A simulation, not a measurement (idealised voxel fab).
Documented hereafter: the process module known as voxel released beams.
Each square cell in cross-section cut measures 5 nm, and the section as a whole is 250 nm wide.
Heads up, the way a cross-section reads in here is a grid of square cells, handed over as bands from the top down, with every band being one or more rows of cells. In this notation a band is specified by the heights of its top and bottom, in that order and in nm, after which its materials appear from left to right, each paired with its width in nm. The word "throughout" attached to a single material means that material fills the band from edge to edge; the word "blank" stands for empty space. The level at which height equals 0 is the one under which the wafer, as it arrives, is entirely one material. No lower edge exists for the bottom band, which continues downward and is notated as in "0 and below". Width "30..40": first value at the band's top row of cells, second value at its bottom row, equal change from row to row. Take "left unchanged" at face value: in the step it is given for, the cross-section changed in none of its cells. Closed-off voids of 8+ cells (no open route to the top) go in "Completely enclosed voids", written width x height at distance from the left edge, in nm. Past the settings on a step's line: simulator remark, on that step. overlay nm: mask offset rightward from planned place, masked step; negative means leftward offset.
## Planned step list for the process
1. RECEIVE, material Si
2. CONFORMAL_DEP, material Al2O3, thk nm 10
3. DIRECTIONAL_DEP, material SiO2, thk nm 20
4. DIRECTIONAL_DEP, material aC, thk nm 15
5. PATTERN, tone open, mask id ANCHOR, material resist, width nm 25, thk nm 30, overlay nm -15
6. DIRECTIONAL_ETCH, etch materials aC, depth nm 15
7. STRIP, etch materials resist
8. DIRECTIONAL_ETCH, etch materials SiO2, depth nm 20
9. STRIP, etch materials aC
10. CONFORMAL_DEP, material SiN, thk nm 10
11. PATTERN, tone cover, mask id BEAM, material resist, width nm 70, thk nm 15, overlay nm 0
12. DIRECTIONAL_ETCH, etch materials SiN, depth nm 10
13. STRIP, etch materials resist
14. STRIP, etch materials SiO2
All wafers enter the flow in the same state. The overlay nm at step 5 differs from wafer to wafer, and the plan gives the value for the first wafer.
## Cross-sectional view of the first of several wafers in the as-received condition, corresponding to the state following step 1
    0 and below: Si throughout
    Completely enclosed voids: none
## First of several wafers in cross-section at module end, following the final step, step 14
    40 down to 30: blank=90; SiN=65; blank=95
    30 down to 20: blank=75; SiN=10; blank=5; SiN=10; blank=150
    20 down to 10: blank=75; SiN=25; blank=150
    10 down to 0: Al2O3 throughout
    0 and below: Si throughout
    Completely enclosed voids: none
## Cross-sectional view, end of module, last wafer of several
    40 down to 30: blank=85; SiN=30; blank=5; SiN=35; blank=95
    30 down to 20: blank=105; SiN=10; blank=5; SiN=10; blank=120
    20 down to 10: blank=105; SiN=25; blank=120
    10 down to 0: Al2O3 throughout
    0 and below: Si throughout
    Completely enclosed voids: none
## wafer rows; end of module; cells per material since receipt: (+) gained, (-) lost; then closed voids
overlay nm -15, +100 Al2O3, +44 SiN, Completely enclosed voids: none
overlay nm -10, +100 Al2O3, +44 SiN, Completely enclosed voids: none
overlay nm -5, +100 Al2O3, +44 SiN, Completely enclosed voids: none
overlay nm 0, +100 Al2O3, +44 SiN, Completely enclosed voids: none
overlay nm 5, +100 Al2O3, +44 SiN, Completely enclosed voids: none
overlay nm 10, +100 Al2O3, +44 SiN, Completely enclosed voids: none
overlay nm 15, +100 Al2O3, +44 SiN, Completely enclosed voids: none
